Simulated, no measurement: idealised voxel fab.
process module | voxel ribs on slabs
cross-section cut | 225 nm wide | cells 5 nm
A cross-section is a grid of square cells, given in bands from the top down. A band is one or more rows of cells.
Each band's line starts with the height of the band's top and of its bottom, in nm. Then come its materials from left to right, each with its width in nm. One material with "throughout" fills the band from edge to edge. "air" is empty space.
Height 0 is the level under which the wafer as received is all one material. The lowest band goes on downwards, as in "0 down".
A width such as "30 to 40" changes by the same amount from each row of cells to the next, from the band's top row to its bottom row.
"no change" after a step means that no cell of the cross-section changed.
closed voids: empty space of 8 cells or more with no open way to the top, each as width x height at its distance from the left edge, in nm
after a step's settings: what the simulator itself notes on the step
overlay nm, on a step with a mask: how far to the right of its planned place the mask lay; to the left if negative
plan
1 op RECEIVE | material Si
2 op DIRECTIONAL_DEP | material SiO2 | thk nm 30
3 op DIRECTIONAL_DEP | material SiN | thk nm 25
4 op PATTERN | tone cover | mask id RIB | material resist | width nm 20 | thk nm 20 | overlay nm 0
5 op DIRECTIONAL_ETCH | etch materials SiN | depth nm 10
6 op STRIP | etch materials resist
7 op MASKED_ETCH | tone cover | mask id SLAB | width nm 70 | etch materials SiN | depth nm 15 | overlay nm 0
8 op FILL_DEP | material SiO2 | thk nm 25
9 op CMP | height nm 70
10 op DIRECTIONAL_DEP | material TiN | thk nm 10
11 op PATTERN | tone cover | mask id HEATER | material resist | width nm 30 | thk nm 15 | overlay nm 0
12 op DIRECTIONAL_ETCH | etch materials TiN | depth nm 10
13 op STRIP | etch materials resist
14 op CONFORMAL_DEP | material SiO2 | thk nm 5
varied across the wafers: width nm of step 7. The plan shows the first wafer's value. All wafers start alike
first wafer as received, after step 1
  0 down: Si throughout
  closed voids: none
each wafer at the end: cells of each material gained (+) or lost (-) since it was received, then its closed voids
width nm 70 | +50 SiN | +629 SiO2 | +12 TiN | closed voids: none
width nm 75 | +53 SiN | +626 SiO2 | +12 TiN | closed voids: none
width nm 80 | +56 SiN | +623 SiO2 | +12 TiN | closed voids: none
width nm 85 | +59 SiN | +620 SiO2 | +12 TiN | closed voids: none
width nm 90 | +62 SiN | +617 SiO2 | +12 TiN | closed voids: none
width nm 95 | +65 SiN | +614 SiO2 | +12 TiN | closed voids: none
